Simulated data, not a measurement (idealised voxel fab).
Process module in this document: voxel self aligned contacts
For reference, the cross-section in this document is cut, with width 180 nm and square cells of 5 nm.
The cross-sections in this document take the form of a grid made of square cells. They are written out as bands, in order from top to bottom. Each band consists of one or more rows of cells. Read a band's entry like this: the first values are the height of its top and the height of its bottom in nm, and what follows is the sequence of materials from left to right, each with its width in nm. Note that "air" is empty space, and that a single material marked "all across" reaches across the band from edge to edge. All heights in this document are referenced to 0, defined as the level beneath which the wafer, as received, consists entirely of one material. The lowest band is not bounded below; it extends indefinitely downward and is written in the form "0 and below". A two-number width, for instance "30->40", indicates that the width is equal to the first number in the top row of the band and to the second number in the bottom row, and that it changes by a constant amount per row of cells. "everything unchanged" (step): cross-section cells unchanged, all of them. In the "Sealed void listing" entry, you get each enclosed empty space of 8 cells or more, one with no open way to the top, written width x height at distance, distance from the left edge, in nm. Read whatever lies past the settings on a step's line as the simulator's own remark about the step. Among the settings permitted on a step's line is "overlay nm"; applied to a step with a mask, it specifies the extent to which the mask lay to the right of its planned position, whereas a negative figure signifies a position to the left.
# So here's the lineup of process steps we planned
step 1: RECEIVE (material Si)
step 2: OXIDIZE (depth nm 5)
step 3: DIRECTIONAL_DEP (material polySi; thk nm 30)
step 4: DIRECTIONAL_DEP (material SiN; thk nm 20)
step 5: MASKED_ETCH (tone cover; mask id GATE; width nm 25; pitch nm 55; etch materials SiN; depth nm 20; overlay nm 0)
step 6: MASKED_ETCH (tone cover; mask id GATE; width nm 25; pitch nm 55; etch materials polySi; depth nm 30; overlay nm 0)
step 7: CONFORMAL_DEP (material SiN; thk nm 5)
step 8: DIRECTIONAL_ETCH (etch materials SiN; depth nm 5)
step 9: FILL_DEP (material SiO2; thk nm 20)
step 10: CMP (height nm 60)
step 11: MASKED_ETCH (tone open; mask id CONTACT; width nm 40; pitch nm 55; etch materials SiO2; depth nm 65; overlay nm 0)
step 12: CONFORMAL_DEP (material TiN; thk nm 5)
step 13: FILL_DEP (material Ru; thk nm 5)
step 14: CMP (height nm 60)
step 15: CONFORMAL_DEP (material SiCN; thk nm 5)
The depth nm used in step 2 is not the same on every wafer, whereas the starting condition is; the value printed in the plan is the first wafer's.
# Received condition of the first of several wafers, sectioned: post-step 1
- 0 and below | Si all across
- Sealed void listing: none
# each wafer at the end: cells of each material gained (+) or lost (-) since it was received, then its closed voids
depth nm 5 | +56 Ru | -36 Si | +36 SiCN | +120 SiN | +138 SiO2 | +64 TiN | +90 polySi | Sealed void listing: none
depth nm 10 | +56 Ru | -72 Si | +36 SiCN | +120 SiN | +174 SiO2 | +64 TiN | +90 polySi | Sealed void listing: none
depth nm 15 | +56 Ru | -108 Si | +36 SiCN | +120 SiN | +210 SiO2 | +64 TiN | +90 polySi | Sealed void listing: none
depth nm 20 | +56 Ru | -144 Si | +36 SiCN | +120 SiN | +246 SiO2 | +64 TiN | +90 polySi | Sealed void listing: none
